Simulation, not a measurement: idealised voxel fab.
Process module name: voxel gate over fins
Xsec cut, 165 nm wide, square cell size 5 nm.
The cross-sections in this document take the form of a grid made of square cells. They are written out as bands, in order from top to bottom. Each band consists of one or more rows of cells. Band: top and bottom heights (nm) first, top before bottom; then materials from left to right, widths in nm. "everywhere" marks a sole material filling the band edge to edge. "empty" denotes empty space. We count height from 0. Below that, the starting wafer is all one material. The lowest band never ends at the bottom but goes on down; see "from 0 down" for how that is written. Note: "30..40" means the width goes from the first number (top row of the band) to the second number (bottom row) in equal steps per row of cells. Reading "identical to before" for a step: not a cell of the cross-section changed in it. Each empty space that has no open way to the top and spans at least 8 cells appears under "Closed void inventory" as width x height at distance, the distance counted from the left edge, all in nm. What comes after the settings on a step's line is commentary from the simulator itself on that step. overlay nm: for a step with a mask, the amount by which the mask lay right of where it was planned; a negative amount means left of it.
### List of planned process steps
1 RECEIVE with material Si
2 CONFORMAL_DEP with material SiN, thk nm 10
3 MASKED_ETCH with tone cover, mask id FINS, width nm 15, pitch nm 35, etch materials SiN, depth nm 10, overlay nm 0
4 MASKED_ETCH with tone cover, mask id FINS, width nm 15, pitch nm 35, etch materials Si, depth nm 30, overlay nm 0
5 OXIDIZE with depth nm 5
6 FILL_DEP with material SiO2, thk nm 5
7 CMP with height nm 10
8 SELECTIVE_ETCH with etch materials SiO2, depth nm 20
9 STRIP with etch materials SiN
10 CONFORMAL_DEP with material HfO2, thk nm 5
11 CONFORMAL_DEP with material TiN, thk nm 5
12 FILL_DEP with material W, thk nm 10
13 CMP with height nm 15
14 CONFORMAL_DEP with material SiN, thk nm 10
### Wafer cross-section on receipt, i.e. after step 1
from 0 down | Si everywhere
Closed void inventory: none
### Cross-sectional image of the first of two wafers at the end of the module, the run having proceeded as planned
from 25 to 15 | SiN everywhere
from 15 to 10 | W everywhere
from 10 to 5 | W=35; TiN=25; W=10; TiN=25; W=10; TiN=25; W=35
from 5 to 0 | W=35; TiN=5; HfO2=15; TiN=5; W=10; TiN=5; HfO2=15; TiN=5; W=10; TiN=5; HfO2=15; TiN=5; W=35
from 0 to -5 | TiN=40; HfO2=5; Si=5; HfO2=5; TiN=20; HfO2=5; Si=5; HfO2=5; TiN=20; HfO2=5; Si=5; HfO2=5; TiN=40
from -5 to -10 | HfO2=45; Si=5; HfO2=30; Si=5; HfO2=30; Si=5; HfO2=45
from -10 to -35 | SiO2=45; Si=5; SiO2=30; Si=5; SiO2=30; Si=5; SiO2=45
from -35 down | Si everywhere
Closed void inventory: none
### What the second wafer looks like in cross-section once the module is done. Its start and its plan matched the first wafer's exactly; what differed was one mistake in how it was run
from 25 to 15 | SiN everywhere
from 15 to 10 | W everywhere
from 10 to 5 | W=35; TiN=30; W=5; TiN=30; W=5; TiN=30; W=30
from 5 to 0 | W=35; TiN=5; HfO2=20; TiN=5; W=5; TiN=5; HfO2=20; TiN=5; W=5; TiN=5; HfO2=20; TiN=5; W=30
from 0 to -5 | TiN=40; HfO2=5; Si=10; HfO2=5; TiN=15; HfO2=5; Si=10; HfO2=5; TiN=15; HfO2=5; Si=10; HfO2=5; TiN=35
from -5 to -10 | HfO2=45; Si=10; HfO2=25; Si=10; HfO2=25; Si=10; HfO2=40
from -10 to -35 | SiO2=45; Si=10; SiO2=25; Si=10; SiO2=25; Si=10; SiO2=40
from -35 down | Si everywhere
Closed void inventory: none
Deviation noted in wafer processing: step 3 was not run as planned; what actually ran was MASKED_ETCH with tone cover, mask id FINS, width nm 20, pitch nm 35, etch materials SiN, depth nm 10, overlay nm 0
Per the end-of-run cell counts, the second wafer holds more or fewer of some materials than the first: 21 more of Si, 15 fewer of SiO2, 6 fewer of W
